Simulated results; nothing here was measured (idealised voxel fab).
Documented hereafter: the process module known as voxel plated lines.
Section shown: cut. Width: 265 nm. Cell size: 5 nm, square.
Cross-section layout: square cells on a grid; listed as bands, top to bottom; a band spans one or more cell rows.
For a band, the entry starts with two heights in nm, that of the top and then that of the bottom, and carries on with the band's materials in order from left to right, each alongside its width in nm; the word "throughout" beside a single material means it fills the band edge to edge, and "blank" means empty space.
Heads up on the height convention: 0 is the point under which the incoming wafer is all one material, and the lowest band has no bottom, it just keeps going down, like "0 -> down".
With a width like "30->40", each row of cells in the band differs from the next by the same amount, the top row carrying the first number and the bottom row the second.
Step note "nothing got changed" = no cross-section cell changed.
So "Closed void table" is basically the list of trapped voids: any empty space of 8 cells or more that can't reach the top through an opening. They're written width x height at distance, the distance being from the left edge, and it's all nm.
That trailing text on a step's line, after the settings, is the simulator's own remark on the step.
overlay nm: mask offset rightward from planned place, masked step; negative means leftward offset.

**The planned process steps are enumerated hereunder**
1 op RECEIVE | material Si
2 op CONFORMAL_DEP | material SiO2 | thk nm 5
3 op DIRECTIONAL_DEP | material TiN | thk nm 5
4 op PATTERN | tone open | mask id LINES | material resist | width nm 25 | pitch nm 55 | thk nm 20 | overlay nm 0
5 op EPI | material Ru | thk nm 10
6 op STRIP | etch materials resist
7 op DIRECTIONAL_ETCH | etch materials TiN | depth nm 5
8 op CONFORMAL_DEP | material SiCN | thk nm 5

**Here's what the wafer looked like in cross-section when it arrived - that's after step 1**
	0 -> down = Si throughout
	Closed void table: none

**The following cross-section depicts the wafer upon conclusion of the module. Processing commenced from the starting condition illustrated above and adhered to the plan illustrated above, save for one mistake in execution**
	25 -> 20 = 50 blank; 35 SiCN; 20 blank; 35 SiCN; 20 blank; 35 SiCN; 70 blank
	20 -> 10 = 50 blank; 5 SiCN; 25 Ru; 5 SiCN; 20 blank; 5 SiCN; 25 Ru; 5 SiCN; 20 blank; 5 SiCN; 25 Ru; 5 SiCN; 70 blank
	10 -> 5 = 55 SiCN; 25 TiN; 30 SiCN; 25 TiN; 30 SiCN; 25 TiN; 75 SiCN
	5 -> 0 = SiO2 throughout
	0 -> down = Si throughout
	Closed void table: none
Which mistake was made when the wafer was run? planned and actual differ for step 4; actual: op PATTERN | tone open | mask id LINES | material resist | width nm 25 | pitch nm 55 | thk nm 20 | overlay nm -10
